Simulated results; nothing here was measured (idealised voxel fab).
Proc. module: voxel trench capacitor
Pictured: cross-section cut, 285 nm wide, on a grid of 5 nm square cells.
In what follows, cross-sections appear as grids of square cells, described through bands that run from the top down, where every band is one or more rows of cells.
What a band's entry tells you: where the top is and where the bottom is, as heights in nm, and after that what lies inside, material by material from left to right, each with its width in nm. Empty space is written as the word "air", and a single material marked with the word "throughout" occupies the band from edge to edge.
Basically, 0 is our baseline, since under it the wafer straight out of the box is all one material. The bottom band has no lower end and keeps on going down, so it looks like "from 0 down".
Note: "30..40" means the width goes from the first number (top row of the band) to the second number (bottom row) in equal steps per row of cells.
When a step is marked "remained the same", none of the cells in the cross-section changed during that step.
"Enclosed void list" lists enclosed empty spaces (at least 8 cells, no open path upward to the top), each as width x height at distance from the left edge, in nm.
Note: text after step settings on the step line = simulator remark on that step.
The "overlay nm" setting may appear on a step's line; for a step that uses a mask, it gives how far to the right of its planned position the mask lay, and a negative value indicates the left.
The steps planned for the process are as follows:
step 1: RECEIVE, material Si
step 2: CONFORMAL_DEP, material SiN, thk nm 5
step 3: MASKED_ETCH, tone open, mask id TRENCH, width nm 30, pitch nm 50, etch materials SiN, depth nm 5, overlay nm 0
step 4: MASKED_ETCH, tone open, mask id TRENCH, width nm 30, pitch nm 50, etch materials Si, depth nm 25, overlay nm 0
step 5: CONFORMAL_DEP, material HfO2, thk nm 5
step 6: CONFORMAL_DEP, material TiN, thk nm 5
step 7: FILL_DEP, material W, thk nm 5
step 8: CMP, height nm 5
Here's what the wafer looked like in cross-section when it arrived - that's after step 1:
    from 0 down = Si throughout
    Enclosed void list: none
The first of the two wafers as seen in cross-section once the module was finished; processing followed the plan:
    from 5 to 0 = SiN: 100, HfO2: 5, TiN: 5, W: 10, TiN: 5, HfO2: 5, SiN: 20, HfO2: 5, TiN: 5, W: 10, TiN: 5, HfO2: 5, SiN: 105
    from 0 to -15 = Si: 100, HfO2: 5, TiN: 5, W: 10, TiN: 5, HfO2: 5, Si: 20, HfO2: 5, TiN: 5, W: 10, TiN: 5, HfO2: 5, Si: 105
    from -15 to -20 = Si: 100, HfO2: 5, TiN: 20, HfO2: 5, Si: 20, HfO2: 5, TiN: 20, HfO2: 5, Si: 105
    from -20 to -25 = Si: 100, HfO2: 30, Si: 20, HfO2: 30, Si: 105
    from -25 down = Si throughout
    Enclosed void list: none
Wafer two cross-section, module end. Start and plan unchanged from wafer one; one mistake made during the run:
    from 5 to 0 = SiN: 110, HfO2: 5, TiN: 10, HfO2: 15, SiN: 20, HfO2: 5, TiN: 10, HfO2: 15, SiN: 95
    from 0 to -20 = Si: 110, HfO2: 5, TiN: 10, HfO2: 5, Si: 30, HfO2: 5, TiN: 10, HfO2: 5, Si: 105
    from -20 to -25 = Si: 110, HfO2: 20, Si: 30, HfO2: 20, Si: 105
    from -25 down = Si throughout
    Enclosed void list: none
Which mistake was made when the wafer was run? rather than as planned, step 3 actually ran as MASKED_ETCH, tone open, mask id TRENCH, width nm 30, pitch nm 50, etch materials SiN, depth nm 5, overlay nm 10
End check, counted in cells, second wafer has more or fewer of these materials than the first: 20 more of Si, 4 fewer of TiN, 16 fewer of W
